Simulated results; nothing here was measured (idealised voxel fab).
Module name: voxel capacitor over wiring (process module)
Square cells of 5 nm make up the cross-section cut, whose width is 165 nm.
Cross-section, as written here: a square-cell grid given band by band from the top down, where a band holds one or more rows of cells. This entry defines a band. It first specifies the height of the band's top and the height of its bottom in nm, and then specifies the band's materials from left to right, stating each material with its width in nm. The word "edge to edge" identifies a single material that fills the band from edge to edge, while the word "blank" identifies empty space. Where do heights start? At 0: under that level the wafer as delivered is made of one material only. And the lowest band has no floor; it just carries on downward, as in "top 0, no bottom". A width given as "30 to 40" starts at the first number in the band's top row and ends at the second number in its bottom row, shifting by an equal amount at every step from row to row. For the purposes of this document, the phrase "remained the same" attached to a step denotes that no cell within the cross-section was modified by that step. Entry "Unvented cavities". Content: empty spaces with no open connection to the top, size 8 cells or greater. Each: width x height at distance. Distance: from left edge. Unit: nm. What comes after the settings on a step's line is commentary from the simulator itself on that step. "overlay nm", when on a step's line for a step with a mask, measures how far to the right of its planned place the mask lay; a negative measure means to the left.

[plan]
step 1: RECEIVE: material Si
step 2: CONFORMAL_DEP: material SiO2, thk nm 15
step 3: DIRECTIONAL_DEP: material TiN, thk nm 5
step 4: DIRECTIONAL_DEP: material W, thk nm 15
step 5: DIRECTIONAL_DEP: material aC, thk nm 10
step 6: PATTERN: tone cover, mask id METAL_1, material resist, width nm 30, pitch nm 80, thk nm 25, overlay nm 0
step 7: DIRECTIONAL_ETCH: etch materials aC, depth nm 10
step 8: STRIP: etch materials resist
step 9: DIRECTIONAL_ETCH: etch materials W, depth nm 15
step 10: DIRECTIONAL_ETCH: etch materials TiN, depth nm 5
step 11: STRIP: etch materials aC
step 12: CONFORMAL_DEP: material SiCN, thk nm 5
step 13: FILL_DEP: material lowk, thk nm 5
step 14: CMP: height nm 35
step 15: CONFORMAL_DEP: material SiCN, thk nm 5
step 16: DIRECTIONAL_DEP: material SiO2, thk nm 15
step 17: MASKED_ETCH: tone open, mask id PLUG_1, width nm 15, etch materials SiO2, depth nm 15, overlay nm 0
step 18: MASKED_ETCH: tone open, mask id PLUG_1, width nm 15, etch materials SiCN, depth nm 5, overlay nm 0
step 19: EPI: material Ru, thk nm 10
step 20: EPI: material Ru, thk nm 10
step 21: DIRECTIONAL_DEP: material TiN, thk nm 10
step 22: DIRECTIONAL_DEP: material SiN, thk nm 5
step 23: DIRECTIONAL_DEP: material TiN, thk nm 5
step 24: PATTERN: tone cover, mask id UPPER_PLATE, material resist, width nm 55, thk nm 15, overlay nm 0
step 25: DIRECTIONAL_ETCH: etch materials TiN, depth nm 5
step 26: DIRECTIONAL_ETCH: etch materials SiN, depth nm 5
step 27: STRIP: etch materials resist
step 28: MASKED_ETCH: tone cover, mask id LOWER_PLATE, width nm 65, etch materials TiN, depth nm 10, overlay nm 0
step 29: FILL_DEP: material SiO2, thk nm 15
step 30: CMP: height nm 85
step 31: MASKED_ETCH: tone open, mask id PLUG_2, width nm 15, etch materials SiO2, depth nm 10, overlay nm 0
step 32: CONFORMAL_DEP: material TiN, thk nm 5
step 33: FILL_DEP: material Cu, thk nm 5
step 34: CMP: height nm 85
step 35: CONFORMAL_DEP: material SiN, thk nm 5

[Wafer as received: cross-section following step 1]
- top 0, no bottom  Si edge to edge
- Unvented cavities: none

[Cross-section, first of two wafers, end of module, run as planned]
- top 90, bottom 85  SiN edge to edge
- top 85, bottom 80  SiO2 50 nm; TiN 5 nm; Cu 5 nm; TiN 5 nm; SiO2 100 nm
- top 80, bottom 70  SiO2 50 to 40 nm; TiN 15 to 55 nm; SiO2 100 to 70 nm
- top 70, bottom 65  SiO2 40 nm; SiN 55 nm; SiO2 70 nm
- top 65, bottom 55  SiO2 35 nm; TiN 65 nm; SiO2 65 nm
- top 55, bottom 40  SiO2 40 nm; Ru 15 nm; SiO2 110 nm
- top 40, bottom 35  SiCN 40 nm; Ru 15 nm; SiCN 110 nm
- top 35, bottom 20  lowk 20 nm; SiCN 5 nm; W 30 nm; SiCN 5 nm; lowk 40 nm; SiCN 5 nm; W 30 nm; SiCN 5 nm; lowk 25 nm
- top 20, bottom 15  SiCN 25 nm; TiN 30 nm; SiCN 50 nm; TiN 30 nm; SiCN 30 nm
- top 15, bottom 0  SiO2 edge to edge
- top 0, no bottom  Si edge to edge
- Unvented cavities: none

[End-of-module cross-section of the second wafer: identical starting point and process plan to the first, with one processing mistake]
- top 90, bottom 85  SiN edge to edge
- top 85, bottom 80  SiO2 50 nm; TiN 5 nm; Cu 5 nm; TiN 5 nm; SiO2 100 nm
- top 80, bottom 75  SiO2 50 nm; TiN 15 nm; SiO2 100 nm
- top 75, bottom 70  SiO2 edge to edge
- top 70, bottom 65  SiO2 40 nm; SiN 55 nm; SiO2 70 nm
- top 65, bottom 55  TiN 35 nm; SiO2 5 nm; TiN 55 nm; SiO2 5 nm; TiN 65 nm
- top 55, bottom 40  SiO2 40 nm; Ru 15 nm; SiO2 110 nm
- top 40, bottom 35  SiCN 40 nm; Ru 15 nm; SiCN 110 nm
- top 35, bottom 20  lowk 20 nm; SiCN 5 nm; W 30 nm; SiCN 5 nm; lowk 40 nm; SiCN 5 nm; W 30 nm; SiCN 5 nm; lowk 25 nm
- top 20, bottom 15  SiCN 25 nm; TiN 30 nm; SiCN 50 nm; TiN 30 nm; SiCN 30 nm
- top 15, bottom 0  SiO2 edge to edge
- top 0, no bottom  Si edge to edge
- Unvented cavities: none
What was done differently from what was planned? in deviation from the planned setting, step 28 was conducted as MASKED_ETCH: tone open, mask id LOWER_PLATE, width nm 65, etch materials TiN, depth nm 10, overlay nm 0
At the finish, the second wafer shows more or fewer cells for some materials than the first does: -25 SiO2, +25 TiN
